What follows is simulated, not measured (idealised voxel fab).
Module name: voxel wiring stack (process module)
Shown is cross-section cut, with a width of 235 nm and square cells of size 5 nm.
Square cells in a grid make up a cross-section in this document, and the grid is given as bands, listed from the top down, each one or more rows of cells.
Band: top and bottom heights (nm) first, top before bottom; then materials from left to right, widths in nm. "all across" marks a sole material filling the band edge to edge. "empty" denotes empty space.
Height reference: 0 = level under which incoming wafer is all one material. Lowest band: no bottom, runs on downward, e.g. "z 0 and below".
With a width like "30 to 40", each row of cells in the band differs from the next by the same amount, the top row carrying the first number and the bottom row the second.
For the purposes of this document, the phrase "no alterations made" attached to a step denotes that no cell within the cross-section was modified by that step.
Listed in "Fully sealed voids": every empty space of 8 or more cells without an open way to the top. Form: width x height at distance, the distance being from the left edge, all in nm.
Step line, after settings: the simulator's comment on this step.
The optional step-line setting "overlay nm" applies to steps with a mask and quantifies how far to the right of its planned location the mask lay, a negative value indicating leftward placement.
### The steps planned for the process are as follows
1) RECEIVE, material Si
2) CONFORMAL_DEP, material SiO2, thk nm 10
3) DIRECTIONAL_DEP, material TiN, thk nm 5
4) DIRECTIONAL_DEP, material Ru, thk nm 15
5) DIRECTIONAL_DEP, material aC, thk nm 15
6) PATTERN, tone cover, mask id METAL_1, material resist, width nm 20, pitch nm 50, thk nm 30, overlay nm 0
7) DIRECTIONAL_ETCH, etch materials aC, depth nm 15
8) STRIP, etch materials resist
9) DIRECTIONAL_ETCH, etch materials Ru, depth nm 15
10) DIRECTIONAL_ETCH, etch materials TiN, depth nm 5
11) STRIP, etch materials aC
12) CONFORMAL_DEP, material SiCN, thk nm 5
13) FILL_DEP, material SiO2, thk nm 5
14) CMP, height nm 30
15) CONFORMAL_DEP, material SiCN, thk nm 5
16) DIRECTIONAL_DEP, material SiO2, thk nm 15
17) DIRECTIONAL_DEP, material aC, thk nm 10
18) PATTERN, tone open, mask id PLUG_1, material resist, width nm 15, pitch nm 50, thk nm 25, overlay nm 0
19) DIRECTIONAL_ETCH, etch materials aC, depth nm 10
20) STRIP, etch materials resist
21) DIRECTIONAL_ETCH, etch materials SiO2, depth nm 15
22) DIRECTIONAL_ETCH, etch materials SiCN, depth nm 5
23) STRIP, etch materials aC
24) CONFORMAL_DEP, material TiN, thk nm 5
25) FILL_DEP, material Ru, thk nm 5
26) CMP, height nm 50
27) CONFORMAL_DEP, material SiN, thk nm 5
28) DIRECTIONAL_DEP, material lowk, thk nm 25
29) MASKED_ETCH, tone open, mask id METAL_2, width nm 20, pitch nm 50, etch materials lowk, depth nm 25, overlay nm 0
30) MASKED_ETCH, tone open, mask id METAL_2, width nm 20, pitch nm 50, etch materials SiN, depth nm 5, overlay nm 0
31) CONFORMAL_DEP, material TiN, thk nm 5
32) FILL_DEP, material W, thk nm 5
33) CMP, height nm 80
34) CONFORMAL_DEP, material SiCN, thk nm 5
35) DIRECTIONAL_DEP, material SiO2, thk nm 30
36) DIRECTIONAL_DEP, material aC, thk nm 10
37) PATTERN, tone open, mask id METAL_3_HOLES, material resist, width nm 15, thk nm 30, overlay nm 0
38) DIRECTIONAL_ETCH, etch materials aC, depth nm 10
39) STRIP, etch materials resist
40) DIRECTIONAL_ETCH, etch materials SiO2, depth nm 30
41) STRIP, etch materials aC
42) MASKED_ETCH, tone open, mask id METAL_3, width nm 20, pitch nm 50, etch materials SiO2, depth nm 15, overlay nm 0
43) MASKED_ETCH, tone open, mask id METAL_3, width nm 20, pitch nm 50, etch materials SiCN, depth nm 5, overlay nm 0
44) CONFORMAL_DEP, material TiN, thk nm 5
45) FILL_DEP, material Ru, thk nm 5
46) CMP, height nm 115
47) CONFORMAL_DEP, material SiN, thk nm 5
### Cross-sectional view of the wafer in its as-received condition, corresponding to the state after step 1
  z 0 and below: Si all across
  Fully sealed voids: none
### End state of the module in cross-section, given the above starting point and plan and one mistake in execution
  z 120 to 115: SiN all across
  z 115 to 105: SiO2=80  TiN=5  Ru=10  TiN=5  SiO2=30  TiN=5  Ru=10  TiN=5  SiO2=85
  z 105 to 100: SiO2=80  TiN=5  Ru=5  TiN=10  SiO2=30  TiN=20  SiO2=85
  z 100 to 85: SiO2=80  TiN=5  Ru=5  TiN=5  SiO2=140
  z 85 to 80: SiCN=80  TiN=15  SiCN=140
  z 80 to 55: lowk=85  TiN=5  W=5  TiN=5  lowk=35  TiN=5  W=5  TiN=5  lowk=85
  z 55 to 50: SiN=85  TiN=15  SiN=35  TiN=15  SiN=85
  z 50 to 35: SiO2=80  TiN=5  Ru=5  TiN=5  SiO2=35  TiN=5  Ru=5  TiN=5  SiO2=90
  z 35 to 30: SiCN=80  TiN=15  SiCN=35  TiN=15  SiCN=90
  z 30 to 15: SiO2=75  SiCN=5  Ru=20  SiCN=5  SiO2=20  SiCN=5  Ru=20  SiCN=5  SiO2=80
  z 15 to 10: SiCN=80  TiN=20  SiCN=30  TiN=20  SiCN=85
  z 10 to 0: SiO2 all across
  z 0 and below: Si all across
  Fully sealed voids: none
Against the plan, the run slipped here: off-plan run, step 29, actual operation and settings MASKED_ETCH, tone open, mask id METAL_2, width nm 15, pitch nm 50, etch materials lowk, depth nm 25, overlay nm 0
